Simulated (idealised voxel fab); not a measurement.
Documented hereafter: the process module known as voxel capacitor over wiring.
Section shown: cut. Width: 180 nm. Cell size: 5 nm, square.
A cross-section in this document is a grid of square cells, and it is written down as bands, the top band listed before the ones below it; a band is made up of one or more rows of cells.
Within each band entry, the heights of the top and of the bottom of the band appear first, in that order and in nm; the materials of the band then follow from left to right, each with its corresponding width in nm. The designation "edge to edge" on a single material indicates that it fills the band from edge to edge; the designation "empty" indicates empty space.
Where do heights start? At 0: under that level the wafer as delivered is made of one material only. And the lowest band has no floor; it just carries on downward, as in "0 down".
Think of "30..40" as a width that walks from the first number to the second as you go down the band, top row to bottom row, taking equal-sized steps from row to row.
You'll sometimes find "nothing was modified" written for a step, and that's the way of saying that nowhere in the cross-section did a cell change during that step.
This entry, "Sealed-off cavities", enumerates those empty regions of no fewer than 8 cells that possess no open connection to the top. Each region is reported in the form width x height at distance, the distance being taken from the left edge, with all three quantities expressed in nm.
Formally, on a step line, whatever follows the settings is a remark that the simulator itself makes on the step.
overlay nm: mask offset rightward from planned place, masked step; negative means leftward offset.

List of planned process steps:
1: RECEIVE (material Si)
2: CONFORMAL_DEP (material SiO2; thk nm 15)
3: DIRECTIONAL_DEP (material TiN; thk nm 5)
4: DIRECTIONAL_DEP (material W; thk nm 20)
5: MASKED_ETCH (tone cover; mask id METAL_1; width nm 20; pitch nm 75; etch materials W; depth nm 20; overlay nm 0)
6: MASKED_ETCH (tone cover; mask id METAL_1; width nm 20; pitch nm 75; etch materials TiN; depth nm 5; overlay nm 0)
7: CONFORMAL_DEP (material SiCN; thk nm 5)
8: FILL_DEP (material SiO2; thk nm 10)
9: CMP (height nm 40)
10: CONFORMAL_DEP (material SiCN; thk nm 5)
11: DIRECTIONAL_DEP (material lowk; thk nm 20)
12: DIRECTIONAL_DEP (material aC; thk nm 10)
13: PATTERN (tone open; mask id PLUG_1; material resist; width nm 15; thk nm 25; overlay nm 0)
14: DIRECTIONAL_ETCH (etch materials aC; depth nm 10)
15: STRIP (etch materials resist)
16: DIRECTIONAL_ETCH (etch materials lowk; depth nm 20)
17: DIRECTIONAL_ETCH (etch materials SiCN; depth nm 5)
18: STRIP (etch materials aC)
19: CONFORMAL_DEP (material TiN; thk nm 5)
20: FILL_DEP (material Ru; thk nm 5)
21: CMP (height nm 65)
22: DIRECTIONAL_DEP (material TiN; thk nm 5)
23: DIRECTIONAL_DEP (material HfO2; thk nm 5)
24: DIRECTIONAL_DEP (material TiN; thk nm 5)
25: MASKED_ETCH (tone cover; mask id UPPER_PLATE; width nm 60; etch materials TiN; depth nm 5; overlay nm 0)
26: MASKED_ETCH (tone cover; mask id UPPER_PLATE; width nm 60; etch materials HfO2; depth nm 5; overlay nm 0)
27: MASKED_ETCH (tone cover; mask id LOWER_PLATE; width nm 70; etch materials TiN; depth nm 5; overlay nm 0)
28: FILL_DEP (material SiO2; thk nm 20)
29: CMP (height nm 95)
30: PATTERN (tone open; mask id PLUG_2; material resist; width nm 15; thk nm 20; overlay nm 0)
31: DIRECTIONAL_ETCH (etch materials SiO2; depth nm 15)
32: STRIP (etch materials resist)
33: CONFORMAL_DEP (material TiN; thk nm 5)
34: FILL_DEP (material Ru; thk nm 10)
35: CMP (height nm 95)
36: CONFORMAL_DEP (material SiN; thk nm 5)

Concerning the first of two wafers, which was run in accordance with the plan:

Cross-section of the wafer at receipt, which is the condition after step 1:
* 0 down  Si edge to edge
* Sealed-off cavities: none

Take a look at the wafer's cross-section after step 2:
* 15 to 0  SiO2 edge to edge
* Below a height of 0, the structure has not been altered.

Take a look at the wafer's cross-section after step 3:
* 20 to 15  TiN edge to edge
* Below a height of 15, the structure has not been altered.

Take a look at the wafer's cross-section after step 4:
* 40 to 20  W edge to edge
* Below a height of 20, the structure has not been altered.

Take a look at the wafer's cross-section after step 5:
* 40 to 20  40 empty, 20 W, 55 empty, 20 W, 45 empty
* Below a height of 20, the structure has not been altered.

Take a look at the wafer's cross-section after step 6:
* 40 to 20  40 empty, 20 W, 55 empty, 20 W, 45 empty
* 20 to 15  40 empty, 20 TiN, 55 empty, 20 TiN, 45 empty
* Below a height of 15, the structure has not been altered.

Take a look at the wafer's cross-section after step 7:
* 45 to 40  35 empty, 30 SiCN, 45 empty, 30 SiCN, 40 empty
* 40 to 20  35 empty, 5 SiCN, 20 W, 5 SiCN, 45 empty, 5 SiCN, 20 W, 5 SiCN, 40 empty
* 20 to 15  40 SiCN, 20 TiN, 55 SiCN, 20 TiN, 45 SiCN
* Below a height of 15, the structure has not been altered.

Take a look at the wafer's cross-section after step 8:
* 55 to 45  SiO2 edge to edge
* 45 to 40  35 SiO2, 30 SiCN, 45 SiO2, 30 SiCN, 40 SiO2
* 40 to 20  35 SiO2, 5 SiCN, 20 W, 5 SiCN, 45 SiO2, 5 SiCN, 20 W, 5 SiCN, 40 SiO2
* Below a height of 20, the structure has not been altered.

Take a look at the wafer's cross-section after step 9:
* 40 to 20  35 SiO2, 5 SiCN, 20 W, 5 SiCN, 45 SiO2, 5 SiCN, 20 W, 5 SiCN, 40 SiO2
* Below a height of 20, the structure has not been altered.

Take a look at the wafer's cross-section after step 10:
* 45 to 40  SiCN edge to edge
* Below a height of 40, the structure has not been altered.

Take a look at the wafer's cross-section after step 11:
* 65 to 45  lowk edge to edge
* Below a height of 45, the structure has not been altered.

Take a look at the wafer's cross-section after step 12:
* 75 to 65  aC edge to edge
* Below a height of 65, the structure has not been altered.

Take a look at the wafer's cross-section after step 13:
* 100 to 75  45 resist, 15 empty, 120 resist
* Below a height of 75, the structure has not been altered.

Take a look at the wafer's cross-section after step 14:
* 90 to 75  45 resist, 15 empty, 120 resist
* 75 to 65  45 aC, 15 empty, 120 aC
* Below a height of 65, the structure has not been altered.

Take a look at the wafer's cross-section after step 15:
* 75 to 65  45 aC, 15 empty, 120 aC
* Below a height of 65, the structure has not been altered.

Take a look at the wafer's cross-section after step 16:
* 75 to 65  45 aC, 15 empty, 120 aC
* 65 to 45  45 lowk, 15 empty, 120 lowk
* Below a height of 45, the structure has not been altered.

Take a look at the wafer's cross-section after step 17:
* 75 to 65  45 aC, 15 empty, 120 aC
* 65 to 45  45 lowk, 15 empty, 120 lowk
* 45 to 40  45 SiCN, 15 empty, 120 SiCN
* Below a height of 40, the structure has not been altered.

Take a look at the wafer's cross-section after step 18:
* 65 to 45  45 lowk, 15 empty, 120 lowk
* Below a height of 45, the structure has not been altered.

Take a look at the wafer's cross-section after step 19:
* 70 to 65  50 TiN, 5 empty, 125 TiN
* 65 to 45  45 lowk, 5 TiN, 5 empty, 5 TiN, 120 lowk
* 45 to 40  45 SiCN, 15 TiN, 120 SiCN
* Below a height of 40, the structure has not been altered.

Take a look at the wafer's cross-section after step 20:
* 75 to 70  Ru edge to edge
* 70 to 65  50 TiN, 5 Ru, 125 TiN
* 65 to 45  45 lowk, 5 TiN, 5 Ru, 5 TiN, 120 lowk
* Below a height of 45, the structure has not been altered.

Take a look at the wafer's cross-section after step 21:
* 65 to 45  45 lowk, 5 TiN, 5 Ru, 5 TiN, 120 lowk
* Below a height of 45, the structure has not been altered.

Take a look at the wafer's cross-section after step 22:
* 70 to 65  TiN edge to edge
* Below a height of 65, the structure has not been altered.

Take a look at the wafer's cross-section after step 23:
* 75 to 70  HfO2 edge to edge
* Below a height of 70, the structure has not been altered.

Take a look at the wafer's cross-section after step 24:
* 80 to 75  TiN edge to edge
* Below a height of 75, the structure has not been altered.

Take a look at the wafer's cross-section after step 25:
* 80 to 75  45 empty, 60 TiN, 75 empty
* Below a height of 75, the structure has not been altered.

Take a look at the wafer's cross-section after step 26:
* 80 to 75  45 empty, 60 TiN, 75 empty
* 75 to 70  45 empty, 60 HfO2, 75 empty
* Below a height of 70, the structure has not been altered.

Take a look at the wafer's cross-section after step 27:
* 80 to 75  45 empty, 60 TiN, 75 empty
* 75 to 70  45 empty, 60 HfO2, 75 empty
* 70 to 65  40 empty, 70 TiN, 70 empty
* Below a height of 65, the structure has not been altered.

Take a look at the wafer's cross-section after step 28:
* 100 to 80  SiO2 edge to edge
* 80 to 75  45 SiO2, 60 TiN, 75 SiO2
* 75 to 70  45 SiO2, 60 HfO2, 75 SiO2
* 70 to 65  40 SiO2, 70 TiN, 70 SiO2
* Below a height of 65, the structure has not been altered.

Take a look at the wafer's cross-section after step 29:
* 95 to 80  SiO2 edge to edge
* Below a height of 80, the structure has not been altered.

Take a look at the wafer's cross-section after step 30:
* 115 to 95  55 resist, 15 empty, 110 resist
* Below a height of 95, the structure has not been altered.

Take a look at the wafer's cross-section after step 31:
* 115 to 95  55 resist, 15 empty, 110 resist
* 95 to 80  55 SiO2, 15 empty, 110 SiO2
* Below a height of 80, the structure has not been altered.

Take a look at the wafer's cross-section after step 32:
* 95 to 80  55 SiO2, 15 empty, 110 SiO2
* Below a height of 80, the structure has not been altered.

Take a look at the wafer's cross-section after step 33:
* 100 to 95  60 TiN, 5 empty, 115 TiN
* 95 to 85  55 SiO2, 5 TiN, 5 empty, 5 TiN, 110 SiO2
* 85 to 75  55..45 SiO2, 15..60 TiN, 110..75 SiO2
* Below a height of 75, the structure has not been altered.

Take a look at the wafer's cross-section after step 34:
* 110 to 100  Ru edge to edge
* 100 to 95  60 TiN, 5 Ru, 115 TiN
* 95 to 85  55 SiO2, 5 TiN, 5 Ru, 5 TiN, 110 SiO2
* Below a height of 85, the structure has not been altered.

Take a look at the wafer's cross-section after step 35:
* 95 to 85  55 SiO2, 5 TiN, 5 Ru, 5 TiN, 110 SiO2
* Below a height of 85, the structure has not been altered.

Take a look at the wafer's cross-section after step 36:
* 100 to 95  SiN edge to edge
* Below a height of 95, the structure has not been altered.

Now the other wafer: same start, same recipe, but we messed up one thing when running it. Up to and including step 34 it's the same as the first one:

Cross-section of the second wafer at the time step 35 of the plan should have ended: nothing was modified

Cross-section of the second wafer at the time step 36 of the plan should have ended:
* 115 to 110  SiN edge to edge
* Below a height of 110, the structure has not been altered.
The mistake made against the process plan was this: yeah, step 35 of the plan got skipped, never ran
Final cells, second wafer relative to first, materials higher or lower: 73 more of Ru; 35 more of TiN
